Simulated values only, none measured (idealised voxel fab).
process module | voxel released beams
cross-section cut | 205 nm wide | cells 5 nm
A cross-section is a grid of square cells, given in bands from the top down. A band is one or more rows of cells.
Each band's line starts with the height of the band's top and of its bottom, in nm. Then come its materials from left to right, each with its width in nm. One material with "throughout" fills the band from edge to edge. "air" is empty space.
Height 0 is the level under which the wafer as received is all one material. The lowest band goes on downwards, as in "0 down".
A width such as "30 to 40" changes by the same amount from each row of cells to the next, from the band's top row to its bottom row.
"no change" after a step means that no cell of the cross-section changed.
closed voids: empty space of 8 cells or more with no open way to the top, each as width x height at its distance from the left edge, in nm
after a step's settings: what the simulator itself notes on the step
overlay nm, on a step with a mask: how far to the right of its planned place the mask lay; to the left if negative
plan
1 op RECEIVE | material Si
2 op CONFORMAL_DEP | material Al2O3 | thk nm 10
3 op DIRECTIONAL_DEP | material SiO2 | thk nm 15
4 op DIRECTIONAL_DEP | material aC | thk nm 10
5 op PATTERN | tone open | mask id ANCHOR | material resist | width nm 30 | thk nm 30 | overlay nm 0
6 op DIRECTIONAL_ETCH | etch materials aC | depth nm 10
7 op STRIP | etch materials resist
8 op DIRECTIONAL_ETCH | etch materials SiO2 | depth nm 15
9 op STRIP | etch materials aC
10 op CONFORMAL_DEP | material SiN | thk nm 10
11 op PATTERN | tone cover | mask id BEAM | material resist | width nm 100 | thk nm 20 | overlay nm 0
12 op DIRECTIONAL_ETCH | etch materials SiN | depth nm 10
13 op STRIP | etch materials resist
14 op STRIP | etch materials SiO2
as received, after step 1
  0 down: Si throughout
  closed voids: none
first wafer at the end, as planned
  35 to 25: air 50 | SiN 15 | air 10 | SiN 75 | air 55
  25 to 20: air 55 | SiN 10 | air 10 | SiN 10 | air 120
  20 to 10: air 55 | SiN 30 | air 120
  10 to 0: Al2O3 throughout
  0 down: Si throughout
  closed voids: none
second wafer at the end: like start, like plan, one mistake
  35 to 25: air 50 | SiN 100 | air 55
  25 to 15: Al2O3 throughout
  15 to 0: SiO2 throughout
  0 down: Si throughout
  closed voids: none
what went wrong: steps 2 and 3 were swapped
at the end the second wafer has, in cells: 12 fewer of SiN | 123 more of SiO2
